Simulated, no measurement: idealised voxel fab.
This section sets out a process module, namely voxel capacitor over wiring.
The figure presents cross-section cut, which has a width of 295 nm and is divided into square cells with an edge length of 5 nm.
For the purposes of this document, a cross-section shall be understood as a grid of square cells, specified as bands listed in top-to-bottom order, each band consisting of one or more rows of cells. For a band, the entry starts with two heights in nm, that of the top and then that of the bottom, and carries on with the band's materials in order from left to right, each alongside its width in nm; the word "throughout" beside a single material means it fills the band edge to edge, and "empty" means empty space. All heights in this document are referenced to 0, defined as the level beneath which the wafer, as received, consists entirely of one material. The lowest band is not bounded below; it extends indefinitely downward and is written in the form "from 0 down". Note: "30 to 40" means the width goes from the first number (top row of the band) to the second number (bottom row) in equal steps per row of cells. The cross-section has no changed cell in any step marked "no alteration". "Enclosed internal cavities" contains a list of empty spaces, each no smaller than 8 cells and without an open way to the top, written in the form width x height at distance with the distance from the left edge and all three in nm. Read whatever lies past the settings on a step's line as the simulator's own remark about the step. The "overlay nm" setting may appear on a step's line; for a step that uses a mask, it gives how far to the right of its planned position the mask lay, and a negative value indicates the left. So the way this works: pairs, before and after one process step. The after picture only goes down to the lowest band that actually changed, nothing below. Step and its settings are under each pair. And watch out, pairs might come from different runs of this module, same starting wafer though, so a pair only follows on from the one above if its "Before processing step" entry tells you so.

# Before processing step
  from 35 to 30 | 100 nm TiN, 10 nm empty, 70 nm TiN, 10 nm empty, 105 nm TiN
  from 30 to 25 | 95 nm SiCN, 20 nm TiN, 60 nm SiCN, 20 nm TiN, 100 nm SiCN
  from 25 to 0 | SiO2 throughout
  from 0 down | Si throughout
  Enclosed internal cavities: none

# Sectional Result
  from 45 to 35 | Cu throughout
  from 35 to 30 | 100 nm TiN, 10 nm Cu, 70 nm TiN, 10 nm Cu, 105 nm TiN
  Rest of section, below 30: as before.
  Enclosed internal cavities: none
The step occurring between the two cross-sections depicted above is identified as op FILL_DEP | material Cu | thk nm 10

Before processing step: Please consult the pair immediately above; the cross-section it shows after its step is the state before this step.

# Sectional Result
  from 30 to 25 | 95 nm SiCN, 20 nm TiN, 60 nm SiCN, 20 nm TiN, 100 nm SiCN
  Rest of section, below 25: as before.
  Enclosed internal cavities: none
The step occurring between the two cross-sections depicted above is identified as op CMP | height nm 30

Before processing step: Please consult the pair immediately above; the cross-section it shows after its step is the state before this step.

# Sectional Result
  from 35 to 30 | SiCN throughout
  Rest of section, below 30: as before.
  Enclosed internal cavities: none
The step occurring between the two cross-sections depicted above is identified as op CONFORMAL_DEP | material SiCN | thk nm 5

Before processing step: Please consult the pair immediately above; the cross-section it shows after its step is the state before this step.

# Sectional Result
  from 50 to 35 | lowk throughout
  Rest of section, below 35: as before.
  Enclosed internal cavities: none
The step occurring between the two cross-sections depicted above is identified as op DIRECTIONAL_DEP | material lowk | thk nm 15

Before processing step: Please consult the pair immediately above; the cross-section it shows after its step is the state before this step.

# Sectional Result
  from 60 to 50 | aC throughout
  Rest of section, below 50: as before.
  Enclosed internal cavities: none
The step occurring between the two cross-sections depicted above is identified as op DIRECTIONAL_DEP | material aC | thk nm 10

Before processing step: Please consult the pair immediately above; the cross-section it shows after its step is the state before this step.

# Sectional Result
  from 90 to 60 | 100 nm resist, 15 nm empty, 180 nm resist
  Rest of section, below 60: as before.
  Enclosed internal cavities: none
The step occurring between the two cross-sections depicted above is identified as op PATTERN | tone open | mask id PLUG_1 | material resist | width nm 15 | thk nm 30 | overlay nm 0

Before processing step: Please consult the pair immediately above; the cross-section it shows after its step is the state before this step.

# Sectional Result
  from 80 to 60 | 100 nm resist, 15 nm empty, 180 nm resist
  from 60 to 50 | 100 nm aC, 15 nm empty, 180 nm aC
  Rest of section, below 50: as before.
  Enclosed internal cavities: none
The step occurring between the two cross-sections depicted above is identified as op DIRECTIONAL_ETCH | etch materials aC | depth nm 10

Before processing step: Please consult the pair immediately above; the cross-section it shows after its step is the state before this step.

# Sectional Result
  from 60 to 50 | 100 nm aC, 15 nm empty, 180 nm aC
  Rest of section, below 50: as before.
  Enclosed internal cavities: none
The step occurring between the two cross-sections depicted above is identified as op STRIP | etch materials resist

Before processing step: Please consult the pair immediately above; the cross-section it shows after its step is the state before this step.

# Sectional Result
  from 60 to 50 | 100 nm aC, 15 nm empty, 180 nm aC
  from 50 to 35 | 100 nm lowk, 15 nm empty, 180 nm lowk
  Rest of section, below 35: as before.
  Enclosed internal cavities: none
The step occurring between the two cross-sections depicted above is identified as op DIRECTIONAL_ETCH | etch materials lowk | depth nm 15

Before processing step: Please consult the pair immediately above; the cross-section it shows after its step is the state before this step.

# Sectional Result
  from 60 to 50 | 100 nm aC, 15 nm empty, 180 nm aC
  from 50 to 35 | 100 nm lowk, 15 nm empty, 180 nm lowk
  from 35 to 30 | 100 nm SiCN, 15 nm empty, 180 nm SiCN
  Rest of section, below 30: as before.
  Enclosed internal cavities: none
The step occurring between the two cross-sections depicted above is identified as op DIRECTIONAL_ETCH | etch materials SiCN | depth nm 5

Before processing step: Please consult the pair immediately above; the cross-section it shows after its step is the state before this step.

# Sectional Result
  from 50 to 35 | 100 nm lowk, 15 nm empty, 180 nm lowk
  Rest of section, below 35: as before.
  Enclosed internal cavities: none
The step occurring between the two cross-sections depicted above is identified as op STRIP | etch materials aC

Before processing step: Please consult the pair immediately above; the cross-section it shows after its step is the state before this step.

# Sectional Result
  from 55 to 50 | 105 nm TiN, 5 nm empty, 185 nm TiN
  from 50 to 35 | 100 nm lowk, 5 nm TiN, 5 nm empty, 5 nm TiN, 180 nm lowk
  from 35 to 30 | 100 nm SiCN, 15 nm TiN, 180 nm SiCN
  Rest of section, below 30: as before.
  Enclosed internal cavities: none
The step occurring between the two cross-sections depicted above is identified as op CONFORMAL_DEP | material TiN | thk nm 5

Before processing step: Please consult the pair immediately above; the cross-section it shows after its step is the state before this step.

# Sectional Result
  from 65 to 55 | Ru throughout
  from 55 to 50 | 105 nm TiN, 5 nm Ru, 185 nm TiN
  from 50 to 35 | 100 nm lowk, 5 nm TiN, 5 nm Ru, 5 nm TiN, 180 nm lowk
  Rest of section, below 35: as before.
  Enclosed internal cavities: none
The step occurring between the two cross-sections depicted above is identified as op FILL_DEP | material Ru | thk nm 10

Before processing step: Please consult the pair immediately above; the cross-section it shows after its step is the state before this step.

# Sectional Result
  from 50 to 35 | 100 nm lowk, 5 nm TiN, 5 nm Ru, 5 nm TiN, 180 nm lowk
  Rest of section, below 35: as before.
  Enclosed internal cavities: none
The step occurring between the two cross-sections depicted above is identified as op CMP | height nm 50

Before processing step: Please consult the pair immediately above; the cross-section it shows after its step is the state before this step.

# Sectional Result
  from 55 to 50 | TiN throughout
  Rest of section, below 50: as before.
  Enclosed internal cavities: none
The step occurring between the two cross-sections depicted above is identified as op DIRECTIONAL_DEP | material TiN | thk nm 5

Before processing step: Please consult the pair immediately above; the cross-section it shows after its step is the state before this step.

# Sectional Result
  from 60 to 55 | SiN throughout
  Rest of section, below 55: as before.
  Enclosed internal cavities: none
The step occurring between the two cross-sections depicted above is identified as op DIRECTIONAL_DEP | material SiN | thk nm 5

Before processing step: Please consult the pair immediately above; the cross-section it shows after its step is the state before this step.

# Sectional Result
  from 70 to 60 | TiN throughout
  Rest of section, below 60: as before.
  Enclosed internal cavities: none
The step occurring between the two cross-sections depicted above is identified as op DIRECTIONAL_DEP | material TiN | thk nm 10

Before processing step: Please consult the pair immediately above; the cross-section it shows after its step is the state before this step.

# Sectional Result
  from 85 to 70 | 100 nm empty, 65 nm resist, 130 nm empty
  Rest of section, below 70: as before.
  Enclosed internal cavities: none
The step occurring between the two cross-sections depicted above is identified as op PATTERN | tone cover | mask id UPPER_PLATE | material resist | width nm 65 | thk nm 15 | overlay nm 0

Before processing step: Please consult the pair immediately above; the cross-section it shows after its step is the state before this step.

# Sectional Result
  from 85 to 70 | 100 nm empty, 65 nm resist, 130 nm empty
  from 70 to 60 | 100 nm empty, 65 nm TiN, 130 nm empty
  Rest of section, below 60: as before.
  Enclosed internal cavities: none
The step occurring between the two cross-sections depicted above is identified as op DIRECTIONAL_ETCH | etch materials TiN | depth nm 10

Before processing step: Please consult the pair immediately above; the cross-section it shows after its step is the state before this step.

# Sectional Result
  from 85 to 70 | 100 nm empty, 65 nm resist, 130 nm empty
  from 70 to 60 | 100 nm empty, 65 nm TiN, 130 nm empty
  from 60 to 55 | 100 nm empty, 65 nm SiN, 130 nm empty
  Rest of section, below 55: as before.
  Enclosed internal cavities: none
The step occurring between the two cross-sections depicted above is identified as op DIRECTIONAL_ETCH | etch materials SiN | depth nm 5

Before processing step: Please consult the pair immediately above; the cross-section it shows after its step is the state before this step.

# Sectional Result
  from 70 to 60 | 100 nm empty, 65 nm TiN, 130 nm empty
  Rest of section, below 60: as before.
  Enclosed internal cavities: none
The step occurring between the two cross-sections depicted above is identified as op STRIP | etch materials resist

Before processing step: Please consult the pair immediately above; the cross-section it shows after its step is the state before this step.

# Sectional Result
  from 80 to 70 | 100 nm empty, 65 nm aC, 130 nm empty
  from 70 to 65 | 100 nm empty, 65 nm TiN, 130 nm empty
  from 65 to 60 | 100 nm aC, 65 nm TiN, 130 nm aC
  from 60 to 55 | 100 nm aC, 65 nm SiN, 130 nm aC
  Rest of section, below 55: as before.
  Enclosed internal cavities: none
The step occurring between the two cross-sections depicted above is identified as op DIRECTIONAL_DEP | material aC | thk nm 10

Before processing step: Please consult the pair immediately above; the cross-section it shows after its step is the state before this step.

# Sectional Result
  from 105 to 80 | 95 nm empty, 75 nm resist, 125 nm empty
  from 80 to 70 | 95 nm empty, 5 nm resist, 65 nm aC, 5 nm resist, 125 nm empty
  from 70 to 65 | 95 nm empty, 5 nm resist, 65 nm TiN, 5 nm resist, 125 nm empty
  Rest of section, below 65: as before.
  Enclosed internal cavities: none
The step occurring between the two cross-sections depicted above is identified as op PATTERN | tone cover | mask id LOWER_PLATE | material resist | width nm 75 | thk nm 25 | overlay nm 0

Before processing step: Please consult the pair immediately above; the cross-section it shows after its step is the state before this step.

# Sectional Result
  from 95 to 80 | 95 nm empty, 75 nm resist, 125 nm empty
  from 80 to 70 | 95 nm empty, 5 nm resist, 65 nm aC, 5 nm resist, 125 nm empty
  from 70 to 65 | 95 nm empty, 5 nm resist, 65 nm TiN, 5 nm resist, 125 nm empty
  from 65 to 60 | 95 nm empty, 5 nm aC, 65 nm TiN, 5 nm aC, 125 nm empty
  from 60 to 55 | 95 nm empty, 5 nm aC, 65 nm SiN, 5 nm aC, 125 nm empty
  Rest of section, below 55: as before.
  Enclosed internal cavities: none
The step occurring between the two cross-sections depicted above is identified as op DIRECTIONAL_ETCH | etch materials aC | depth nm 10

Before processing step: Please consult the pair immediately above; the cross-section it shows after its step is the state before this step.

# Sectional Result
  from 80 to 70 | 100 nm empty, 65 nm aC, 130 nm empty
  from 70 to 65 | 100 nm empty, 65 nm TiN, 130 nm empty
  Rest of section, below 65: as before.
  Enclosed internal cavities: none
The step occurring between the two cross-sections depicted above is identified as op STRIP | etch materials resist

Before processing step: Please consult the pair immediately above; the cross-section it shows after its step is the state before this step.

# Sectional Result
  from 80 to 70 | 100 nm empty, 65 nm aC, 130 nm empty
  from 70 to 65 | 100 nm empty, 65 nm TiN, 130 nm empty
  from 65 to 60 | 95 nm empty, 5 nm aC, 65 nm TiN, 5 nm aC, 125 nm empty
  from 60 to 55 | 95 nm empty, 5 nm aC, 65 nm SiN, 5 nm aC, 125 nm empty
  from 55 to 50 | 95 nm empty, 75 nm TiN, 125 nm empty
  Rest of section, below 50: as before.
  Enclosed internal cavities: none
The step occurring between the two cross-sections depicted above is identified as op DIRECTIONAL_ETCH | etch materials TiN | depth nm 5

Before processing step: Please consult the pair immediately above; the cross-section it shows after its step is the state before this step.

# Sectional Result
  from 70 to 60 | 100 nm empty, 65 nm TiN, 130 nm empty
  from 60 to 55 | 100 nm empty, 65 nm SiN, 130 nm empty
  Rest of section, below 55: as before.
  Enclosed internal cavities: none
The step occurring between the two cross-sections depicted above is identified as op STRIP | etch materials aC

Before processing step: Please consult the pair immediately above; the cross-section it shows after its step is the state before this step.

# Sectional Result
  from 90 to 70 | SiO2 throughout
  from 70 to 60 | 100 nm SiO2, 65 nm TiN, 130 nm SiO2
  from 60 to 55 | 100 nm SiO2, 65 nm SiN, 130 nm SiO2
  from 55 to 50 | 95 nm SiO2, 75 nm TiN, 125 nm SiO2
  Rest of section, below 50: as before.
  Enclosed internal cavities: none
The step occurring between the two cross-sections depicted above is identified as op FILL_DEP | material SiO2 | thk nm 20

Before processing step: Please consult the pair immediately above; the cross-section it shows after its step is the state before this step.

# Sectional Result
  from 85 to 70 | SiO2 throughout
  Rest of section, below 70: as before.
  Enclosed internal cavities: none
The step occurring between the two cross-sections depicted above is identified as op CMP | height nm 85

Before processing step: Please consult the pair immediately above; the cross-section it shows after its step is the state before this step.

# Sectional Result
  from 100 to 85 | 110 nm resist, 15 nm empty, 170 nm resist
  Rest of section, below 85: as before.
  Enclosed internal cavities: none
The step occurring between the two cross-sections depicted above is identified as op PATTERN | tone open | mask id PLUG_2 | material resist | width nm 15 | thk nm 15 | overlay nm 0

Before processing step: Please consult the pair immediately above; the cross-section it shows after its step is the state before this step.

# Sectional Result
  from 100 to 85 | 110 nm resist, 15 nm empty, 170 nm resist
  from 85 to 70 | 110 nm SiO2, 15 nm empty, 170 nm SiO2
  Rest of section, below 70: as before.
  Enclosed internal cavities: none
The step occurring between the two cross-sections depicted above is identified as op DIRECTIONAL_ETCH | etch materials SiO2 | depth nm 15

Before processing step: Please consult the pair immediately above; the cross-section it shows after its step is the state before this step.

# Sectional Result
  from 85 to 70 | 110 nm SiO2, 15 nm empty, 170 nm SiO2
  Rest of section, below 70: as before.
  Enclosed internal cavities: none
The step occurring between the two cross-sections depicted above is identified as op STRIP | etch materials resist

Before processing step: Please consult the pair immediately above; the cross-section it shows after its step is the state before this step.

# Sectional Result
  from 90 to 85 | 115 nm TiN, 5 nm empty, 175 nm TiN
  from 85 to 75 | 110 nm SiO2, 5 nm TiN, 5 nm empty, 5 nm TiN, 170 nm SiO2
  from 75 to 70 | 110 nm SiO2, 15 nm TiN, 170 nm SiO2
  Rest of section, below 70: as before.
  Enclosed internal cavities: none
The step occurring between the two cross-sections depicted above is identified as op CONFORMAL_DEP | material TiN | thk nm 5

Before processing step: Please consult the pair immediately above; the cross-section it shows after its step is the state before this step.

# Sectional Result
  from 95 to 90 | Ru throughout
  from 90 to 85 | 115 nm TiN, 5 nm Ru, 175 nm TiN
  from 85 to 75 | 110 nm SiO2, 5 nm TiN, 5 nm Ru, 5 nm TiN, 170 nm SiO2
  Rest of section, below 75: as before.
  Enclosed internal cavities: none
The step occurring between the two cross-sections depicted above is identified as op FILL_DEP | material Ru | thk nm 5

Before processing step: Please consult the pair immediately above; the cross-section it shows after its step is the state before this step.

# Sectional Result
  from 85 to 75 | 110 nm SiO2, 5 nm TiN, 5 nm Ru, 5 nm TiN, 170 nm SiO2
  Rest of section, below 75: as before.
  Enclosed internal cavities: none
The step occurring between the two cross-sections depicted above is identified as op CMP | height nm 85

Before processing step: Please consult the pair immediately above; the cross-section it shows after its step is the state before this step.

# Sectional Result
  from 90 to 85 | SiN throughout
  Rest of section, below 85: as before.
  Enclosed internal cavities: none
The step occurring between the two cross-sections depicted above is identified as op CONFORMAL_DEP | material SiN | thk nm 5

# Before processing step
  from 90 to 70 | SiO2 throughout
  from 70 to 60 | 100 nm SiO2, 65 nm TiN, 130 nm SiO2
  from 60 to 55 | 100 nm SiO2, 65 nm SiN, 130 nm SiO2
  from 55 to 50 | 95 nm SiO2, 75 nm TiN, 125 nm SiO2
  from 50 to 35 | 100 nm lowk, 5 nm TiN, 5 nm Ru, 5 nm TiN, 180 nm lowk
  from 35 to 30 | 100 nm SiCN, 15 nm TiN, 180 nm SiCN
  from 30 to 15 | 95 nm SiO2, 5 nm TiN, 10 nm Cu, 5 nm TiN, 60 nm SiO2, 5 nm TiN, 10 nm Cu, 5 nm TiN, 100 nm SiO2
  from 15 to 10 | 95 nm SiCN, 20 nm TiN, 60 nm SiCN, 20 nm TiN, 100 nm SiCN
  from 10 to 0 | SiO2 throughout
  from 0 down | Si throughout
  Enclosed internal cavities: none

# Sectional Result
  from 80 to 70 | SiO2 throughout
  Rest of section, below 70: as before.
  Enclosed internal cavities: none
The step occurring between the two cross-sections depicted above is identified as op CMP | height nm 80

Before processing step: Please consult the pair immediately above; the cross-section it shows after its step is the state before this step.

# Sectional Result
  from 95 to 80 | 110 nm resist, 15 nm empty, 170 nm resist
  Rest of section, below 80: as before.
  Enclosed internal cavities: none
The step occurring between the two cross-sections depicted above is identified as op PATTERN | tone open | mask id PLUG_2 | material resist | width nm 15 | thk nm 15 | overlay nm 0

Before processing step: Please consult the pair immediately above; the cross-section it shows after its step is the state before this step.

# Sectional Result
  from 95 to 80 | 110 nm resist, 15 nm empty, 170 nm resist
  from 80 to 70 | 110 nm SiO2, 15 nm empty, 170 nm SiO2
  Rest of section, below 70: as before.
  Enclosed internal cavities: none
The step occurring between the two cross-sections depicted above is identified as op DIRECTIONAL_ETCH | etch materials SiO2 | depth nm 15

Before processing step: Please consult the pair immediately above; the cross-section it shows after its step is the state before this step.

# Sectional Result
  from 80 to 70 | 110 nm SiO2, 15 nm empty, 170 nm SiO2
  Rest of section, below 70: as before.
  Enclosed internal cavities: none
The step occurring between the two cross-sections depicted above is identified as op STRIP | etch materials resist

Before processing step: Please consult the pair immediately above; the cross-section it shows after its step is the state before this step.

# Sectional Result
  from 85 to 80 | 115 nm TiN, 5 nm empty, 175 nm TiN
  from 80 to 75 | 110 nm SiO2, 5 nm TiN, 5 nm empty, 5 nm TiN, 170 nm SiO2
  from 75 to 70 | 110 nm SiO2, 15 nm TiN, 170 nm SiO2
  Rest of section, below 70: as before.
  Enclosed internal cavities: none
The step occurring between the two cross-sections depicted above is identified as op CONFORMAL_DEP | material TiN | thk nm 5

Before processing step: Please consult the pair immediately above; the cross-section it shows after its step is the state before this step.

# Sectional Result
  from 90 to 85 | Ru throughout
  from 85 to 80 | 115 nm TiN, 5 nm Ru, 175 nm TiN
  from 80 to 75 | 110 nm SiO2, 5 nm TiN, 5 nm Ru, 5 nm TiN, 170 nm SiO2
  Rest of section, below 75: as before.
  Enclosed internal cavities: none
The step occurring between the two cross-sections depicted above is identified as op FILL_DEP | material Ru | thk nm 5

Before processing step: Please consult the pair immediately above; the cross-section it shows after its step is the state before this step.

# Sectional Result
  from 85 to 80 | 115 nm TiN, 5 nm Ru, 175 nm TiN
  Rest of section, below 80: as before.
  Enclosed internal cavities: none
The step occurring between the two cross-sections depicted above is identified as op CMP | height nm 85

Before processing step: Please consult the pair immediately above; the cross-section it shows after its step is the state before this step.

# Sectional Result
  from 90 to 85 | SiN throughout
  Rest of section, below 85: as before.
  Enclosed internal cavities: none
The step occurring between the two cross-sections depicted above is identified as op CONFORMAL_DEP | material SiN | thk nm 5

# Before processing step
  from 70 to 60 | TiN throughout
  from 60 to 55 | SiN throughout
  from 55 to 50 | TiN throughout
  from 50 to 35 | 100 nm lowk, 5 nm TiN, 5 nm Ru, 5 nm TiN, 180 nm lowk
  from 35 to 30 | 100 nm SiCN, 15 nm TiN, 180 nm SiCN
  from 30 to 15 | 95 nm SiO2, 5 nm TiN, 10 nm Cu, 5 nm TiN, 60 nm SiO2, 5 nm TiN, 10 nm Cu, 5 nm TiN, 100 nm SiO2
  from 15 to 10 | 95 nm SiCN, 20 nm TiN, 60 nm SiCN, 20 nm TiN, 100 nm SiCN
  from 10 to 0 | SiO2 throughout
  from 0 down | Si throughout
  Enclosed internal cavities: none

# Sectional Result
  from 85 to 70 | 105 nm empty, 55 nm resist, 135 nm empty
  Rest of section, below 70: as before.
  Enclosed internal cavities: none
The step occurring between the two cross-sections depicted above is identified as op PATTERN | tone cover | mask id UPPER_PLATE | material resist | width nm 55 | thk nm 15 | overlay nm 0

Before processing step: Please consult the pair immediately above; the cross-section it shows after its step is the state before this step.

# Sectional Result
  from 85 to 70 | 105 nm empty, 55 nm resist, 135 nm empty
  from 70 to 60 | 105 nm empty, 55 nm TiN, 135 nm empty
  Rest of section, below 60: as before.
  Enclosed internal cavities: none
The step occurring between the two cross-sections depicted above is identified as op DIRECTIONAL_ETCH | etch materials TiN | depth nm 10

Before processing step: Please consult the pair immediately above; the cross-section it shows after its step is the state before this step.

# Sectional Result
  from 85 to 70 | 105 nm empty, 55 nm resist, 135 nm empty
  from 70 to 60 | 105 nm empty, 55 nm TiN, 135 nm empty
  from 60 to 55 | 105 nm empty, 55 nm SiN, 135 nm empty
  Rest of section, below 55: as before.
  Enclosed internal cavities: none
The step occurring between the two cross-sections depicted above is identified as op DIRECTIONAL_ETCH | etch materials SiN | depth nm 5

Before processing step: Please consult the pair immediately above; the cross-section it shows after its step is the state before this step.

# Sectional Result
  from 70 to 60 | 105 nm empty, 55 nm TiN, 135 nm empty
  Rest of section, below 60: as before.
  Enclosed internal cavities: none
The step occurring between the two cross-sections depicted above is identified as op STRIP | etch materials resist

Before processing step: Please consult the pair immediately above; the cross-section it shows after its step is the state before this step.

# Sectional Result
  from 80 to 70 | 105 nm empty, 55 nm aC, 135 nm empty
  from 70 to 65 | 105 nm empty, 55 nm TiN, 135 nm empty
  from 65 to 60 | 105 nm aC, 55 nm TiN, 135 nm aC
  from 60 to 55 | 105 nm aC, 55 nm SiN, 135 nm aC
  Rest of section, below 55: as before.
  Enclosed internal cavities: none
The step occurring between the two cross-sections depicted above is identified as op DIRECTIONAL_DEP | material aC | thk nm 10

Before processing step: Please consult the pair immediately above; the cross-section it shows after its step is the state before this step.

# Sectional Result
  from 105 to 80 | 95 nm empty, 75 nm resist, 125 nm empty
  from 80 to 70 | 95 nm empty, 10 nm resist, 55 nm aC, 10 nm resist, 125 nm empty
  from 70 to 65 | 95 nm empty, 10 nm resist, 55 nm TiN, 10 nm resist, 125 nm empty
  Rest of section, below 65: as before.
  Enclosed internal cavities: none
The step occurring between the two cross-sections depicted above is identified as op PATTERN | tone cover | mask id LOWER_PLATE | material resist | width nm 75 | thk nm 25 | overlay nm 0

Before processing step: Please consult the pair immediately above; the cross-section it shows after its step is the state before this step.

# Sectional Result
  from 95 to 80 | 95 nm empty, 75 nm resist, 125 nm empty
  from 80 to 70 | 95 nm empty, 10 nm resist, 55 nm aC, 10 nm resist, 125 nm empty
  from 70 to 65 | 95 nm empty, 10 nm resist, 55 nm TiN, 10 nm resist, 125 nm empty
  from 65 to 60 | 95 nm empty, 10 nm aC, 55 nm TiN, 10 nm aC, 125 nm empty
  from 60 to 55 | 95 nm empty, 10 nm aC, 55 nm SiN, 10 nm aC, 125 nm empty
  Rest of section, below 55: as before.
  Enclosed internal cavities: none
The step occurring between the two cross-sections depicted above is identified as op DIRECTIONAL_ETCH | etch materials aC | depth nm 10

Before processing step: Please consult the pair immediately above; the cross-section it shows after its step is the state before this step.

# Sectional Result
  from 80 to 70 | 105 nm empty, 55 nm aC, 135 nm empty
  from 70 to 65 | 105 nm empty, 55 nm TiN, 135 nm empty
  Rest of section, below 65: as before.
  Enclosed internal cavities: none
The step occurring between the two cross-sections depicted above is identified as op STRIP | etch materials resist

Before processing step: Please consult the pair immediately above; the cross-section it shows after its step is the state before this step.

# Sectional Result
  from 80 to 70 | 105 nm empty, 55 nm aC, 135 nm empty
  from 70 to 65 | 105 nm empty, 55 nm TiN, 135 nm empty
  from 65 to 60 | 95 nm empty, 10 nm aC, 55 nm TiN, 10 nm aC, 125 nm empty
  from 60 to 55 | 95 nm empty, 10 nm aC, 55 nm SiN, 10 nm aC, 125 nm empty
  from 55 to 50 | 95 nm empty, 75 nm TiN, 125 nm empty
  Rest of section, below 50: as before.
  Enclosed internal cavities: none
The step occurring between the two cross-sections depicted above is identified as op DIRECTIONAL_ETCH | etch materials TiN | depth nm 5

Before processing step: Please consult the pair immediately above; the cross-section it shows after its step is the state before this step.

# Sectional Result
  from 70 to 60 | 105 nm empty, 55 nm TiN, 135 nm empty
  from 60 to 55 | 105 nm empty, 55 nm SiN, 135 nm empty
  Rest of section, below 55: as before.
  Enclosed internal cavities: none
The step occurring between the two cross-sections depicted above is identified as op STRIP | etch materials aC

Before processing step: Please consult the pair immediately above; the cross-section it shows after its step is the state before this step.

# Sectional Result
  from 90 to 70 | SiO2 throughout
  from 70 to 60 | 105 nm SiO2, 55 nm TiN, 135 nm SiO2
  from 60 to 55 | 105 nm SiO2, 55 nm SiN, 135 nm SiO2
  from 55 to 50 | 95 nm SiO2, 75 nm TiN, 125 nm SiO2
  Rest of section, below 50: as before.
  Enclosed internal cavities: none
The step occurring between the two cross-sections depicted above is identified as op FILL_DEP | material SiO2 | thk nm 20

Before processing step: Please consult the pair immediately above; the cross-section it shows after its step is the state before this step.

# Sectional Result
  from 85 to 70 | SiO2 throughout
  Rest of section, below 70: as before.
  Enclosed internal cavities: none
The step occurring between the two cross-sections depicted above is identified as op CMP | height nm 85

Before processing step: Please consult the pair immediately above; the cross-section it shows after its step is the state before this step.

# Sectional Result
  from 100 to 85 | 110 nm resist, 15 nm empty, 170 nm resist
  Rest of section, below 85: as before.
  Enclosed internal cavities: none
The step occurring between the two cross-sections depicted above is identified as op PATTERN | tone open | mask id PLUG_2 | material resist | width nm 15 | thk nm 15 | overlay nm 0

Before processing step: Please consult the pair immediately above; the cross-section it shows after its step is the state before this step.

# Sectional Result
  from 100 to 85 | 110 nm resist, 15 nm empty, 170 nm resist
  from 85 to 70 | 110 nm SiO2, 15 nm empty, 170 nm SiO2
  Rest of section, below 70: as before.
  Enclosed internal cavities: none
The step occurring between the two cross-sections depicted above is identified as op DIRECTIONAL_ETCH | etch materials SiO2 | depth nm 15

Before processing step: Please consult the pair immediately above; the cross-section it shows after its step is the state before this step.

# Sectional Result
  from 85 to 70 | 110 nm SiO2, 15 nm empty, 170 nm SiO2
  Rest of section, below 70: as before.
  Enclosed internal cavities: none
The step occurring between the two cross-sections depicted above is identified as op STRIP | etch materials resist

Before processing step: Please consult the pair immediately above; the cross-section it shows after its step is the state before this step.

# Sectional Result
  from 90 to 85 | 115 nm TiN, 5 nm empty, 175 nm TiN
  from 85 to 75 | 110 nm SiO2, 5 nm TiN, 5 nm empty, 5 nm TiN, 170 nm SiO2
  from 75 to 70 | 110 nm SiO2, 15 nm TiN, 170 nm SiO2
  Rest of section, below 70: as before.
  Enclosed internal cavities: none
The step occurring between the two cross-sections depicted above is identified as op CONFORMAL_DEP | material TiN | thk nm 5

Before processing step: Please consult the pair immediately above; the cross-section it shows after its step is the state before this step.

# Sectional Result
  from 95 to 90 | Ru throughout
  from 90 to 85 | 115 nm TiN, 5 nm Ru, 175 nm TiN
  from 85 to 75 | 110 nm SiO2, 5 nm TiN, 5 nm Ru, 5 nm TiN, 170 nm SiO2
  Rest of section, below 75: as before.
  Enclosed internal cavities: none
The step occurring between the two cross-sections depicted above is identified as op FILL_DEP | material Ru | thk nm 5

Before processing step: Please consult the pair immediately above; the cross-section it shows after its step is the state before this step.

# Sectional Result
  from 85 to 75 | 110 nm SiO2, 5 nm TiN, 5 nm Ru, 5 nm TiN, 170 nm SiO2
  Rest of section, below 75: as before.
  Enclosed internal cavities: none
The step occurring between the two cross-sections depicted above is identified as op CMP | height nm 85

Before processing step: Please consult the pair immediately above; the cross-section it shows after its step is the state before this step.

# Sectional Result
  from 90 to 85 | SiN throughout
  Rest of section, below 85: as before.
  Enclosed internal cavities: none
The step occurring between the two cross-sections depicted above is identified as op CONFORMAL_DEP | material SiN | thk nm 5

# Before processing step
  from 70 to 60 | TiN throughout
  from 60 to 55 | SiN throughout
  from 55 to 50 | TiN throughout
  from 50 to 35 | 100 nm lowk, 5 nm TiN, 5 nm Ru, 5 nm TiN, 180 nm lowk
  from 35 to 30 | 100 nm SiCN, 15 nm TiN, 180 nm SiCN
  from 30 to 15 | 95 nm SiO2, 5 nm TiN, 10 nm Cu, 5 nm TiN, 60 nm SiO2, 5 nm TiN, 10 nm Cu, 5 nm TiN, 100 nm SiO2
  from 15 to 10 | 95 nm SiCN, 20 nm TiN, 60 nm SiCN, 20 nm TiN, 100 nm SiCN
  from 10 to 0 | SiO2 throughout
  from 0 down | Si throughout
  Enclosed internal cavities: none

# Sectional Result
  from 85 to 70 | 90 nm empty, 65 nm resist, 140 nm empty
  Rest of section, below 70: as before.
  Enclosed internal cavities: none
The step occurring between the two cross-sections depicted above is identified as op PATTERN | tone cover | mask id UPPER_PLATE | material resist | width nm 65 | thk nm 15 | overlay nm -10

Before processing step: Please consult the pair immediately above; the cross-section it shows after its step is the state before this step.

# Sectional Result
  from 85 to 70 | 90 nm empty, 65 nm resist, 140 nm empty
  from 70 to 60 | 90 nm empty, 65 nm TiN, 140 nm empty
  Rest of section, below 60: as before.
  Enclosed internal cavities: none
The step occurring between the two cross-sections depicted above is identified as op DIRECTIONAL_ETCH | etch materials TiN | depth nm 10

Before processing step: Please consult the pair immediately above; the cross-section it shows after its step is the state before this step.

# Sectional Result
  from 85 to 70 | 90 nm empty, 65 nm resist, 140 nm empty
  from 70 to 60 | 90 nm empty, 65 nm TiN, 140 nm empty
  from 60 to 55 | 90 nm empty, 65 nm SiN, 140 nm empty
  Rest of section, below 55: as before.
  Enclosed internal cavities: none
The step occurring between the two cross-sections depicted above is identified as op DIRECTIONAL_ETCH | etch materials SiN | depth nm 5

Before processing step: Please consult the pair immediately above; the cross-section it shows after its step is the state before this step.

# Sectional Result
  from 70 to 60 | 90 nm empty, 65 nm TiN, 140 nm empty
  Rest of section, below 60: as before.
  Enclosed internal cavities: none
The step occurring between the two cross-sections depicted above is identified as op STRIP | etch materials resist

Before processing step: Please consult the pair immediately above; the cross-section it shows after its step is the state before this step.

# Sectional Result
  from 80 to 70 | 90 nm empty, 65 nm aC, 140 nm empty
  from 70 to 65 | 90 nm empty, 65 nm TiN, 140 nm empty
  from 65 to 60 | 90 nm aC, 65 nm TiN, 140 nm aC
  from 60 to 55 | 90 nm aC, 65 nm SiN, 140 nm aC
  Rest of section, below 55: as before.
  Enclosed internal cavities: none
The step occurring between the two cross-sections depicted above is identified as op DIRECTIONAL_DEP | material aC | thk nm 10
